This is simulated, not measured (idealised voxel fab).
process module | voxel plated lines
cross-section cut | 155 nm wide | cells 5 nm
A cross-section is a grid of square cells, given in bands from the top down. A band is one or more rows of cells.
Each band's line starts with the height of the band's top and of its bottom, in nm. Then come its materials from left to right, each with its width in nm. One material with "throughout" fills the band from edge to edge. "air" is empty space.
Height 0 is the level under which the wafer as received is all one material. The lowest band goes on downwards, as in "0 down".
A width such as "30 to 40" changes by the same amount from each row of cells to the next, from the band's top row to its bottom row.
"no change" after a step means that no cell of the cross-section changed.
closed voids: empty space of 8 cells or more with no open way to the top, each as width x height at its distance from the left edge, in nm
after a step's settings: what the simulator itself notes on the step
overlay nm, on a step with a mask: how far to the right of its planned place the mask lay; to the left if negative
plan
1 op RECEIVE | material Si
2 op CONFORMAL_DEP | material SiN | thk nm 15
3 op DIRECTIONAL_DEP | material TiN | thk nm 5
4 op PATTERN | tone open | mask id LINES | material resist | width nm 25 | pitch nm 40 | thk nm 25 | overlay nm 0
5 op EPI | material Ru | thk nm 10
6 op EPI | material Ru | thk nm 5
7 op STRIP | etch materials resist
8 op DIRECTIONAL_ETCH | etch materials TiN | depth nm 5
9 op CONFORMAL_DEP | material SiO2 | thk nm 10
first wafer, as planned
as received, after step 1
  0 down: Si throughout
  closed voids: none
after step 2
  15 to 0: SiN throughout
  below 0: unchanged
after step 3
  20 to 15: TiN throughout
  below 15: unchanged
after step 4
  45 to 20: resist 45 | air 25 | resist 15 | air 25 | resist 45
  below 20: unchanged
after step 5
  45 to 30: resist 45 | air 25 | resist 15 | air 25 | resist 45
  30 to 20: resist 45 | Ru 25 | resist 15 | Ru 25 | resist 45
  below 20: unchanged
after step 6
  45 to 35: resist 45 | air 25 | resist 15 | air 25 | resist 45
  35 to 20: resist 45 | Ru 25 | resist 15 | Ru 25 | resist 45
  below 20: unchanged
after step 7
  35 to 20: air 45 | Ru 25 | air 15 | Ru 25 | air 45
  below 20: unchanged
after step 8
  35 to 20: air 45 | Ru 25 | air 15 | Ru 25 | air 45
  20 to 15: air 45 | TiN 25 | air 15 | TiN 25 | air 45
  below 15: unchanged
after step 9
  45 to 35: air 35 | SiO2 85 | air 35
  35 to 25: air 35 | SiO2 10 | Ru 25 | SiO2 15 | Ru 25 | SiO2 10 | air 35
  25 to 20: SiO2 45 | Ru 25 | SiO2 15 | Ru 25 | SiO2 45
  20 to 15: SiO2 45 | TiN 25 | SiO2 15 | TiN 25 | SiO2 45
  below 15: unchanged
second wafer: like start, like plan, one mistake. Through step 1 it matches the first wafer
when step 2 should have ended
  30 to 0: SiN throughout
  below 0: unchanged
when step 3 should have ended
  35 to 30: TiN throughout
  below 30: unchanged
when step 4 should have ended
  60 to 35: resist 45 | air 25 | resist 15 | air 25 | resist 45
  below 35: unchanged
when step 5 should have ended
  60 to 45: resist 45 | air 25 | resist 15 | air 25 | resist 45
  45 to 35: resist 45 | Ru 25 | resist 15 | Ru 25 | resist 45
  below 35: unchanged
when step 6 should have ended
  60 to 50: resist 45 | air 25 | resist 15 | air 25 | resist 45
  50 to 35: resist 45 | Ru 25 | resist 15 | Ru 25 | resist 45
  below 35: unchanged
when step 7 should have ended
  50 to 35: air 45 | Ru 25 | air 15 | Ru 25 | air 45
  below 35: unchanged
when step 8 should have ended
  50 to 35: air 45 | Ru 25 | air 15 | Ru 25 | air 45
  35 to 30: air 45 | TiN 25 | air 15 | TiN 25 | air 45
  below 30: unchanged
when step 9 should have ended
  60 to 50: air 35 | SiO2 85 | air 35
  50 to 40: air 35 | SiO2 10 | Ru 25 | SiO2 15 | Ru 25 | SiO2 10 | air 35
  40 to 35: SiO2 45 | Ru 25 | SiO2 15 | Ru 25 | SiO2 45
  35 to 30: SiO2 45 | TiN 25 | SiO2 15 | TiN 25 | SiO2 45
  below 30: unchanged
what went wrong: step 2 was run twice
at the end the second wafer has, in cells: 93 more of SiN
